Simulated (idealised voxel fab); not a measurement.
Process module name: voxel plated lines
Each square cell in cross-section cut measures 5 nm, and the section as a whole is 300 nm wide.
When this document writes out a cross-section, it uses a grid of square cells and lists it as bands, beginning at the top and moving down, with a band standing for one or more rows of cells.
Look at the band entry: it leads with the top's height and the bottom's height in nm. Then it lists the materials left to right, with a width in nm for each. The word "all across" on a single material says that material fills the band edge to edge. The word "blank" is empty space.
Basically, 0 is our baseline, since under it the wafer straight out of the box is all one material. The bottom band has no lower end and keeps on going down, so it looks like "0..down".
The width entry "30..40" should be interpreted row by row: the top row of cells in the band takes the first number, the bottom row takes the second number, and the change between adjacent rows is uniform throughout.
"nothing changed" for a step: no cell of the cross-section changed in that step.
The entry "Unvented voids" lists the empty spaces that cover at least 8 cells and have no open path to the top. Each is written as width x height at distance, where the distance is measured from the left edge and all three values are in nm.
Heads up: the bit after the settings on a step's line is the simulator's remark on that step.
A step line may carry the setting "overlay nm", which, for steps involving a mask, states the distance by which the mask lay to the right of its intended position; negative values denote displacement to the left.
### Planned step list for the process
step 1: RECEIVE [material Si]
step 2: CONFORMAL_DEP [material Al2O3] [thk nm 15]
step 3: DIRECTIONAL_DEP [material TiN] [thk nm 5]
step 4: PATTERN [tone open] [mask id LINES] [material resist] [width nm 25] [pitch nm 55] [thk nm 35] [overlay nm 0]
step 5: EPI [material Ru] [thk nm 5]
step 6: EPI [material Ru] [thk nm 5]
step 7: EPI [material Ru] [thk nm 5]
step 8: STRIP [etch materials resist]
step 9: DIRECTIONAL_ETCH [etch materials TiN] [depth nm 5]
step 10: CONFORMAL_DEP [material SiN] [thk nm 10]
### Cross-section of the incoming wafer, state after step 1
> 0..down  Si all across
> Unvented voids: none
### First of two wafers: cross-section at end of module, run per plan
> 45..35  100 of blank, 45 of SiN, 10 of blank, 45 of SiN, 100 of blank
> 35..25  100 of blank, 10 of SiN, 25 of Ru, 10 of SiN, 10 of blank, 10 of SiN, 25 of Ru, 10 of SiN, 100 of blank
> 25..20  110 of SiN, 25 of Ru, 30 of SiN, 25 of Ru, 110 of SiN
> 20..15  110 of SiN, 25 of TiN, 30 of SiN, 25 of TiN, 110 of SiN
> 15..0  Al2O3 all across
> 0..down  Si all across
> Unvented voids: none
### So this is wafer number two of the two, cut at the end of the module - it started where the first did and had the same plan, we just got one thing wrong running it
> 45..35  105 of blank, 35 of SiN, 20 of blank, 35 of SiN, 105 of blank
> 35..25  105 of blank, 10 of SiN, 15 of Ru, 10 of SiN, 20 of blank, 10 of SiN, 15 of Ru, 10 of SiN, 105 of blank
> 25..20  115 of SiN, 15 of Ru, 40 of SiN, 15 of Ru, 115 of SiN
> 20..15  115 of SiN, 15 of TiN, 40 of SiN, 15 of TiN, 115 of SiN
> 15..0  Al2O3 all across
> 0..down  Si all across
> Unvented voids: none
The plan and the run diverged here: so step 4 ended up running with a different setting than we planned, it ran as PATTERN [tone open] [mask id LINES] [material resist] [width nm 15] [pitch nm 55] [thk nm 35] [overlay nm 0]
Upon completion, the second wafer contains, in terms of cells, a greater or smaller amount of certain materials than the first wafer: Ru: 12 fewer, TiN: 4 fewer
